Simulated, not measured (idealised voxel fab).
Process module in this document: voxel self aligned vias
Xsec cut, 185 nm wide, square cell size 5 nm.
If you're reading a cross-section in this doc, picture square cells in a grid; it comes to you as bands, top ones listed first down to the bottom, and a band can be one or more rows of cells. Quick guide to a band line: top height, bottom height (nm) up front; then every material left to right with its width in nm. Only one material and it's marked "all across"? Then it fills the band edge to edge. And "blank" just means empty space. Note: height 0 marks the level under which the wafer is uniformly one material as received. Lowest band unbounded below, written "from 0 down". A two-number width, for instance "30..40", indicates that the width is equal to the first number in the top row of the band and to the second number in the bottom row, and that it changes by a constant amount per row of cells. Where a step carries "nothing altered", the cross-section came out of it unchanged, cell for cell. "Unvented internal voids" means: voids of 8 cells or more that are shut off from the top with no open way through. Written width x height at distance, distance from the left edge, in nm. On each step's line, the part that comes after the settings is the simulator's own comment on the step. "overlay nm" denotes, for a step that has a mask, the displacement of the mask to the right of its planned place, with negative values corresponding to the left.
# Intended process steps
1: RECEIVE [material Si]
2: CONFORMAL_DEP [material SiO2] [thk nm 15]
3: CONFORMAL_DEP [material SiCN] [thk nm 5]
4: DIRECTIONAL_DEP [material lowk] [thk nm 30]
5: PATTERN [tone open] [mask id LINES] [material resist] [width nm 20] [pitch nm 60] [thk nm 15] [overlay nm 0]
6: DIRECTIONAL_ETCH [etch materials lowk] [depth nm 30]
7: STRIP [etch materials resist]
8: CONFORMAL_DEP [material TiN] [thk nm 5]
9: FILL_DEP [material Ru] [thk nm 10]
10: CMP [height nm 50]
11: SELECTIVE_ETCH [etch materials W Ru TiN] [depth nm 10]
12: FILL_DEP [material SiN] [thk nm 10]
13: CMP [height nm 50]
14: DIRECTIONAL_DEP [material lowk] [thk nm 15]
15: PATTERN [tone open] [mask id VIAS] [material resist] [width nm 30] [pitch nm 60] [thk nm 20] [overlay nm 0]
16: DIRECTIONAL_ETCH [etch materials lowk] [depth nm 15]
17: DIRECTIONAL_ETCH [etch materials SiN] [depth nm 10]
18: STRIP [etch materials resist]
19: CONFORMAL_DEP [material TiN] [thk nm 5]
20: FILL_DEP [material Ru] [thk nm 5]
21: CMP [height nm 65]
22: CONFORMAL_DEP [material SiN] [thk nm 5]
# As received (post step 1): cross-section
- from 0 down = Si all across
- Unvented internal voids: none
# Post-module cross-section of the first of two wafers (run per plan)
- from 70 to 65 = SiN all across
- from 65 to 55 = lowk 15 nm / TiN 5 nm / Ru 20 nm / TiN 5 nm / lowk 30 nm / TiN 5 nm / Ru 20 nm / TiN 5 nm / lowk 30 nm / TiN 5 nm / Ru 20 nm / TiN 5 nm / lowk 20 nm
- from 55 to 45 = lowk 15..20 nm / TiN 10..5 nm / Ru 10 nm / TiN 10..5 nm / lowk 30..40 nm / TiN 10..5 nm / Ru 10 nm / TiN 10..5 nm / lowk 30..40 nm / TiN 10..5 nm / Ru 10 nm / TiN 10..5 nm / lowk 20..25 nm
- from 45 to 40 = lowk 20 nm / TiN 20 nm / lowk 40 nm / TiN 20 nm / lowk 40 nm / TiN 20 nm / lowk 25 nm
- from 40 to 25 = lowk 20 nm / TiN 5 nm / Ru 10 nm / TiN 5 nm / lowk 40 nm / TiN 5 nm / Ru 10 nm / TiN 5 nm / lowk 40 nm / TiN 5 nm / Ru 10 nm / TiN 5 nm / lowk 25 nm
- from 25 to 20 = lowk 20 nm / TiN 20 nm / lowk 40 nm / TiN 20 nm / lowk 40 nm / TiN 20 nm / lowk 25 nm
- from 20 to 15 = SiCN all across
- from 15 to 0 = SiO2 all across
- from 0 down = Si all across
- Unvented internal voids: none
# The second wafer, shown in cross-section after the module: started the same way as the first and given the same plan, yet one mistake crept into how it was run
- from 70 to 65 = SiN all across
- from 65 to 55 = lowk 15 nm / TiN 5 nm / Ru 20 nm / TiN 5 nm / lowk 30 nm / TiN 5 nm / Ru 20 nm / TiN 5 nm / lowk 30 nm / TiN 5 nm / Ru 20 nm / TiN 5 nm / lowk 20 nm
- from 55 to 50 = lowk 15 nm / TiN 30 nm / lowk 30 nm / TiN 30 nm / lowk 30 nm / TiN 30 nm / lowk 20 nm
- from 50 to 40 = lowk 25 nm / TiN 10 nm / lowk 50 nm / TiN 10 nm / lowk 50 nm / TiN 10 nm / lowk 30 nm
- from 40 to 25 = lowk 25 nm / Ru 10 nm / lowk 50 nm / Ru 10 nm / lowk 50 nm / Ru 10 nm / lowk 30 nm
- from 25 to 20 = lowk all across
- from 20 to 15 = SiCN all across
- from 15 to 0 = SiO2 all across
- from 0 down = Si all across
- Unvented internal voids: none
Processing error: not per plan at step 8, really ran CONFORMAL_DEP [material lowk] [thk nm 5]
Looking at both finished wafers in cells, the second ends up ahead of or behind the first on some materials: -12 Ru | -30 TiN | +42 lowk
